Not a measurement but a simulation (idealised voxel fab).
Presented below is a process module, voxel quadruple lines.
Cross-section cut spans 160 nm and uses square cells 5 nm in size.
Cross-section, as written here: a square-cell grid given band by band from the top down, where a band holds one or more rows of cells. In this notation a band is specified by the heights of its top and bottom, in that order and in nm, after which its materials appear from left to right, each paired with its width in nm. The word "all across" attached to a single material means that material fills the band from edge to edge; the word "empty" stands for empty space. Heights are reckoned from 0. Under this level, the received wafer is all of one material. The bottommost band is open-ended downward, for example "0..down". Per-row width for "30 to 40": begins at first number (top row of band), ends at second number (bottom row), increment between rows held constant. For the purposes of this document, the phrase "no alterations made" attached to a step denotes that no cell within the cross-section was modified by that step. Empty spaces counting at least 8 cells and having no open way to the top are listed in "Sealed internal voids". The notation width x height at distance is used for each, the distance being from the left edge and all three values in nm. On a step's line, text after the settings is the simulator commenting on that step. overlay nm: mask offset rightward from planned place, masked step; negative means leftward offset.
Plan
1 RECEIVE,material Si
2 CONFORMAL_DEP,material Al2O3,thk nm 10
3 DIRECTIONAL_DEP,material Ru,thk nm 10
4 DIRECTIONAL_DEP,material polySi,thk nm 20
5 DIRECTIONAL_DEP,material aC,thk nm 25
6 PATTERN,tone cover,mask id MANDREL,material resist,width nm 30,thk nm 30,overlay nm 0
7 DIRECTIONAL_ETCH,etch materials aC,depth nm 25
8 STRIP,etch materials resist
9 CONFORMAL_DEP,material SiO2,thk nm 10
10 DIRECTIONAL_ETCH,etch materials SiO2,depth nm 10
11 STRIP,etch materials aC
12 DIRECTIONAL_ETCH,etch materials polySi,depth nm 20
13 STRIP,etch materials SiO2
14 CONFORMAL_DEP,material SiCN,thk nm 10
15 DIRECTIONAL_ETCH,etch materials SiCN,depth nm 10
16 STRIP,etch materials polySi
17 DIRECTIONAL_ETCH,etch materials Ru,depth nm 10
18 STRIP,etch materials SiCN
19 FILL_DEP,material lowk,thk nm 5
20 CMP,height nm 20
Cross-section of the incoming wafer, state after step 1
    0..down: Si all across
    Sealed internal voids: none
First wafer at the end, as planned
    20..10: 45 of lowk; 10 of Ru; 10 of lowk; 10 of Ru; 10 of lowk; 10 of Ru; 10 of lowk; 10 of Ru; 45 of lowk
    10..0: Al2O3 all across
    0..down: Si all across
    Sealed internal voids: none
Wafer two cross-section, module end. Start and plan unchanged from wafer one; one mistake made during the run
    20..10: 35 of lowk; 10 of Ru; 10 of lowk; 10 of Ru; 10 of lowk; 10 of Ru; 10 of lowk; 10 of Ru; 55 of lowk
    10..0: Al2O3 all across
    0..down: Si all across
    Sealed internal voids: none
Here's what went sideways: contrary to plan, step 6 was performed as PATTERN,tone cover,mask id MANDREL,material resist,width nm 30,thk nm 30,overlay nm -10
In the final comparison it is observed that the number of cells assigned to each material is identical for the two wafers, whereas their placement is not.
